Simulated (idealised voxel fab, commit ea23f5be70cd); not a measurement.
process module | voxel gate over fins
cross-section cut | 205 nm wide | cells 5 nm
A cross-section is a grid of square cells, given in bands from the top down. A band is one or more rows of cells.
Each band's line starts with the height of the band's top and of its bottom, in nm. Then come its materials from left to right, each with its width in nm. One material with "throughout" fills the band from edge to edge. "air" is empty space.
Height 0 is the level under which the wafer as received is all one material. The lowest band goes on downwards, as in "0 down".
A width such as "30 to 40" changes by the same amount from each row of cells to the next, from the band's top row to its bottom row.
"no change" after a step means that no cell of the cross-section changed.
closed voids: empty space of 8 cells or more with no open way to the top, each as width x height at its distance from the left edge, in nm
after a step's settings: what the simulator itself notes on the step
overlay nm, on a step with a mask: how far to the right of its planned place the mask lay; to the left if negative
plan
1 op RECEIVE | material Si
2 op CONFORMAL_DEP | material SiN | thk nm 10
3 op DIRECTIONAL_DEP | material aC | thk nm 10
4 op PATTERN | tone cover | mask id FINS | material resist | width nm 15 | pitch nm 40 | thk nm 30 | overlay nm 0
5 op DIRECTIONAL_ETCH | etch materials aC | depth nm 10
6 op STRIP | etch materials resist
7 op DIRECTIONAL_ETCH | etch materials SiN | depth nm 10
8 op DIRECTIONAL_ETCH | etch materials Si | depth nm 35
9 op STRIP | etch materials aC
10 op OXIDIZE | depth nm 5
11 op FILL_DEP | material SiO2 | thk nm 10
12 op CMP | height nm 10
13 op SELECTIVE_ETCH | etch materials SiO2 | depth nm 25
14 op STRIP | etch materials SiN
15 op CONFORMAL_DEP | material HfO2 | thk nm 5
16 op CONFORMAL_DEP | material TiN | thk nm 5
17 op CONFORMAL_DEP | material TiAl | thk nm 5
18 op CONFORMAL_DEP | material TiN | thk nm 5
19 op FILL_DEP | material W | thk nm 10
20 op CMP | height nm 25
21 op CONFORMAL_DEP | material SiCN | thk nm 10
first wafer, as planned
as received, after step 1
  0 down: Si throughout
  closed voids: none
after step 2
  10 to 0: SiN throughout
  below 0: unchanged
after step 3
  20 to 10: aC throughout
  below 10: unchanged
after step 4
  50 to 20: air 55 | resist 15 | air 25 | resist 15 | air 25 | resist 15 | air 55
  below 20: unchanged
after step 5
  40 to 20: air 55 | resist 15 | air 25 | resist 15 | air 25 | resist 15 | air 55
  20 to 10: air 55 | aC 15 | air 25 | aC 15 | air 25 | aC 15 | air 55
  below 10: unchanged
after step 6
  20 to 10: air 55 | aC 15 | air 25 | aC 15 | air 25 | aC 15 | air 55
  below 10: unchanged
after step 7
  20 to 10: air 55 | aC 15 | air 25 | aC 15 | air 25 | aC 15 | air 55
  10 to 0: air 55 | SiN 15 | air 25 | SiN 15 | air 25 | SiN 15 | air 55
  below 0: unchanged
after step 8
  20 to 10: air 55 | aC 15 | air 25 | aC 15 | air 25 | aC 15 | air 55
  10 to 0: air 55 | SiN 15 | air 25 | SiN 15 | air 25 | SiN 15 | air 55
  0 to -35: air 55 | Si 15 | air 25 | Si 15 | air 25 | Si 15 | air 55
  below -35: unchanged
after step 9
  10 to 0: air 55 | SiN 15 | air 25 | SiN 15 | air 25 | SiN 15 | air 55
  below 0: unchanged
after step 10
  10 to 0: air 55 | SiN 15 | air 25 | SiN 15 | air 25 | SiN 15 | air 55
  0 to -35: air 55 | SiO2 5 | Si 5 | SiO2 5 | air 25 | SiO2 5 | Si 5 | SiO2 5 | air 25 | SiO2 5 | Si 5 | SiO2 5 | air 55
  -35 to -40: SiO2 60 | Si 5 | SiO2 35 | Si 5 | SiO2 35 | Si 5 | SiO2 60
  below -40: unchanged
after step 11
  20 to 10: SiO2 throughout
  10 to 0: SiO2 55 | SiN 15 | SiO2 25 | SiN 15 | SiO2 25 | SiN 15 | SiO2 55
  0 to -40: SiO2 60 | Si 5 | SiO2 35 | Si 5 | SiO2 35 | Si 5 | SiO2 60
  below -40: unchanged
after step 12
  10 to 0: SiO2 55 | SiN 15 | SiO2 25 | SiN 15 | SiO2 25 | SiN 15 | SiO2 55
  below 0: unchanged
after step 13
  10 to 0: air 55 | SiN 15 | air 25 | SiN 15 | air 25 | SiN 15 | air 55
  0 to -15: air 60 | Si 5 | air 35 | Si 5 | air 35 | Si 5 | air 60
  below -15: unchanged
after step 14
  0 to -15: air 60 | Si 5 | air 35 | Si 5 | air 35 | Si 5 | air 60
  below -15: unchanged
after step 15
  5 to 0: air 55 | HfO2 15 | air 25 | HfO2 15 | air 25 | HfO2 15 | air 55
  0 to -10: air 55 | HfO2 5 | Si 5 | HfO2 5 | air 25 | HfO2 5 | Si 5 | HfO2 5 | air 25 | HfO2 5 | Si 5 | HfO2 5 | air 55
  -10 to -15: HfO2 60 | Si 5 | HfO2 35 | Si 5 | HfO2 35 | Si 5 | HfO2 60
  below -15: unchanged
after step 16
  10 to 5: air 50 | TiN 25 | air 15 | TiN 25 | air 15 | TiN 25 | air 50
  5 to 0: air 50 | TiN 5 | HfO2 15 | TiN 5 | air 15 | TiN 5 | HfO2 15 | TiN 5 | air 15 | TiN 5 | HfO2 15 | TiN 5 | air 50
  0 to -5: air 50 | TiN 5 | HfO2 5 | Si 5 | HfO2 5 | TiN 5 | air 15 | TiN 5 | HfO2 5 | Si 5 | HfO2 5 | TiN 5 | air 15 | TiN 5 | HfO2 5 | Si 5 | HfO2 5 | TiN 5 | air 50
  -5 to -10: TiN 55 | HfO2 5 | Si 5 | HfO2 5 | TiN 25 | HfO2 5 | Si 5 | HfO2 5 | TiN 25 | HfO2 5 | Si 5 | HfO2 5 | TiN 55
  below -10: unchanged
after step 17
  15 to 10: air 45 | TiAl 35 | air 5 | TiAl 35 | air 5 | TiAl 35 | air 45
  10 to 5: air 45 | TiAl 5 | TiN 25 | TiAl 5 | air 5 | TiAl 5 | TiN 25 | TiAl 5 | air 5 | TiAl 5 | TiN 25 | TiAl 5 | air 45
  5 to 0: air 45 | TiAl 5 | TiN 5 | HfO2 15 | TiN 5 | TiAl 5 | air 5 | TiAl 5 | TiN 5 | HfO2 15 | TiN 5 | TiAl 5 | air 5 | TiAl 5 | TiN 5 | HfO2 15 | TiN 5 | TiAl 5 | air 45
  0 to -5: TiAl 50 | TiN 5 | HfO2 5 | Si 5 | HfO2 5 | TiN 5 | TiAl 15 | TiN 5 | HfO2 5 | Si 5 | HfO2 5 | TiN 5 | TiAl 15 | TiN 5 | HfO2 5 | Si 5 | HfO2 5 | TiN 5 | TiAl 50
  below -5: unchanged
after step 18
  20 to 15: air 40 | TiN 125 | air 40
  15 to 10: air 40 | TiN 5 | TiAl 35 | TiN 5 | TiAl 35 | TiN 5 | TiAl 35 | TiN 5 | air 40
  10 to 5: air 40 | TiN 5 | TiAl 5 | TiN 25 | TiAl 5 | TiN 5 | TiAl 5 | TiN 25 | TiAl 5 | TiN 5 | TiAl 5 | TiN 25 | TiAl 5 | TiN 5 | air 40
  5 to 0: TiN 45 | TiAl 5 | TiN 5 | HfO2 15 | TiN 5 | TiAl 5 | TiN 5 | TiAl 5 | TiN 5 | HfO2 15 | TiN 5 | TiAl 5 | TiN 5 | TiAl 5 | TiN 5 | HfO2 15 | TiN 5 | TiAl 5 | TiN 45
  below 0: unchanged
after step 19
  30 to 20: W throughout
  20 to 15: W 40 | TiN 125 | W 40
  15 to 10: W 40 | TiN 5 | TiAl 35 | TiN 5 | TiAl 35 | TiN 5 | TiAl 35 | TiN 5 | W 40
  10 to 5: W 40 | TiN 5 | TiAl 5 | TiN 25 | TiAl 5 | TiN 5 | TiAl 5 | TiN 25 | TiAl 5 | TiN 5 | TiAl 5 | TiN 25 | TiAl 5 | TiN 5 | W 40
  below 5: unchanged
after step 20
  25 to 20: W throughout
  below 20: unchanged
after step 21
  35 to 25: SiCN throughout
  below 25: unchanged
second wafer: like start, like plan, one mistake. Through step 7 it matches the first wafer
when step 8 should have ended
  20 to 10: air 55 | aC 15 | air 25 | aC 15 | air 25 | aC 15 | air 55
  10 to 0: air 55 | SiN 15 | air 25 | SiN 15 | air 25 | SiN 15 | air 55
  0 to -45: air 55 | Si 15 | air 25 | Si 15 | air 25 | Si 15 | air 55
  below -45: unchanged
when step 9 should have ended
  10 to 0: air 55 | SiN 15 | air 25 | SiN 15 | air 25 | SiN 15 | air 55
  below 0: unchanged
when step 10 should have ended
  10 to 0: air 55 | SiN 15 | air 25 | SiN 15 | air 25 | SiN 15 | air 55
  0 to -45: air 55 | SiO2 5 | Si 5 | SiO2 5 | air 25 | SiO2 5 | Si 5 | SiO2 5 | air 25 | SiO2 5 | Si 5 | SiO2 5 | air 55
  -45 to -50: SiO2 60 | Si 5 | SiO2 35 | Si 5 | SiO2 35 | Si 5 | SiO2 60
  below -50: unchanged
when step 11 should have ended
  20 to 10: SiO2 throughout
  10 to 0: SiO2 55 | SiN 15 | SiO2 25 | SiN 15 | SiO2 25 | SiN 15 | SiO2 55
  0 to -50: SiO2 60 | Si 5 | SiO2 35 | Si 5 | SiO2 35 | Si 5 | SiO2 60
  below -50: unchanged
when step 12 should have ended
  10 to 0: SiO2 55 | SiN 15 | SiO2 25 | SiN 15 | SiO2 25 | SiN 15 | SiO2 55
  below 0: unchanged
when step 13 should have ended
  10 to 0: air 55 | SiN 15 | air 25 | SiN 15 | air 25 | SiN 15 | air 55
  0 to -15: air 60 | Si 5 | air 35 | Si 5 | air 35 | Si 5 | air 60
  below -15: unchanged
when step 14 should have ended
  0 to -15: air 60 | Si 5 | air 35 | Si 5 | air 35 | Si 5 | air 60
  below -15: unchanged
when step 15 should have ended
  5 to 0: air 55 | HfO2 15 | air 25 | HfO2 15 | air 25 | HfO2 15 | air 55
  0 to -10: air 55 | HfO2 5 | Si 5 | HfO2 5 | air 25 | HfO2 5 | Si 5 | HfO2 5 | air 25 | HfO2 5 | Si 5 | HfO2 5 | air 55
  -10 to -15: HfO2 60 | Si 5 | HfO2 35 | Si 5 | HfO2 35 | Si 5 | HfO2 60
  below -15: unchanged
when step 16 should have ended
  10 to 5: air 50 | TiN 25 | air 15 | TiN 25 | air 15 | TiN 25 | air 50
  5 to 0: air 50 | TiN 5 | HfO2 15 | TiN 5 | air 15 | TiN 5 | HfO2 15 | TiN 5 | air 15 | TiN 5 | HfO2 15 | TiN 5 | air 50
  0 to -5: air 50 | TiN 5 | HfO2 5 | Si 5 | HfO2 5 | TiN 5 | air 15 | TiN 5 | HfO2 5 | Si 5 | HfO2 5 | TiN 5 | air 15 | TiN 5 | HfO2 5 | Si 5 | HfO2 5 | TiN 5 | air 50
  -5 to -10: TiN 55 | HfO2 5 | Si 5 | HfO2 5 | TiN 25 | HfO2 5 | Si 5 | HfO2 5 | TiN 25 | HfO2 5 | Si 5 | HfO2 5 | TiN 55
  below -10: unchanged
when step 17 should have ended
  15 to 10: air 45 | TiAl 35 | air 5 | TiAl 35 | air 5 | TiAl 35 | air 45
  10 to 5: air 45 | TiAl 5 | TiN 25 | TiAl 5 | air 5 | TiAl 5 | TiN 25 | TiAl 5 | air 5 | TiAl 5 | TiN 25 | TiAl 5 | air 45
  5 to 0: air 45 | TiAl 5 | TiN 5 | HfO2 15 | TiN 5 | TiAl 5 | air 5 | TiAl 5 | TiN 5 | HfO2 15 | TiN 5 | TiAl 5 | air 5 | TiAl 5 | TiN 5 | HfO2 15 | TiN 5 | TiAl 5 | air 45
  0 to -5: TiAl 50 | TiN 5 | HfO2 5 | Si 5 | HfO2 5 | TiN 5 | TiAl 15 | TiN 5 | HfO2 5 | Si 5 | HfO2 5 | TiN 5 | TiAl 15 | TiN 5 | HfO2 5 | Si 5 | HfO2 5 | TiN 5 | TiAl 50
  below -5: unchanged
when step 18 should have ended
  20 to 15: air 40 | TiN 125 | air 40
  15 to 10: air 40 | TiN 5 | TiAl 35 | TiN 5 | TiAl 35 | TiN 5 | TiAl 35 | TiN 5 | air 40
  10 to 5: air 40 | TiN 5 | TiAl 5 | TiN 25 | TiAl 5 | TiN 5 | TiAl 5 | TiN 25 | TiAl 5 | TiN 5 | TiAl 5 | TiN 25 | TiAl 5 | TiN 5 | air 40
  5 to 0: TiN 45 | TiAl 5 | TiN 5 | HfO2 15 | TiN 5 | TiAl 5 | TiN 5 | TiAl 5 | TiN 5 | HfO2 15 | TiN 5 | TiAl 5 | TiN 5 | TiAl 5 | TiN 5 | HfO2 15 | TiN 5 | TiAl 5 | TiN 45
  below 0: unchanged
when step 19 should have ended
  30 to 20: W throughout
  20 to 15: W 40 | TiN 125 | W 40
  15 to 10: W 40 | TiN 5 | TiAl 35 | TiN 5 | TiAl 35 | TiN 5 | TiAl 35 | TiN 5 | W 40
  10 to 5: W 40 | TiN 5 | TiAl 5 | TiN 25 | TiAl 5 | TiN 5 | TiAl 5 | TiN 25 | TiAl 5 | TiN 5 | TiAl 5 | TiN 25 | TiAl 5 | TiN 5 | W 40
  below 5: unchanged
when step 20 should have ended
  25 to 20: W throughout
  below 20: unchanged
when step 21 should have ended
  35 to 25: SiCN throughout
  below 25: unchanged
what went wrong: step 8 ran as: op DIRECTIONAL_ETCH | etch materials Si | depth nm 45
at the end the second wafer has, in cells: 76 fewer of Si | 76 more of SiO2
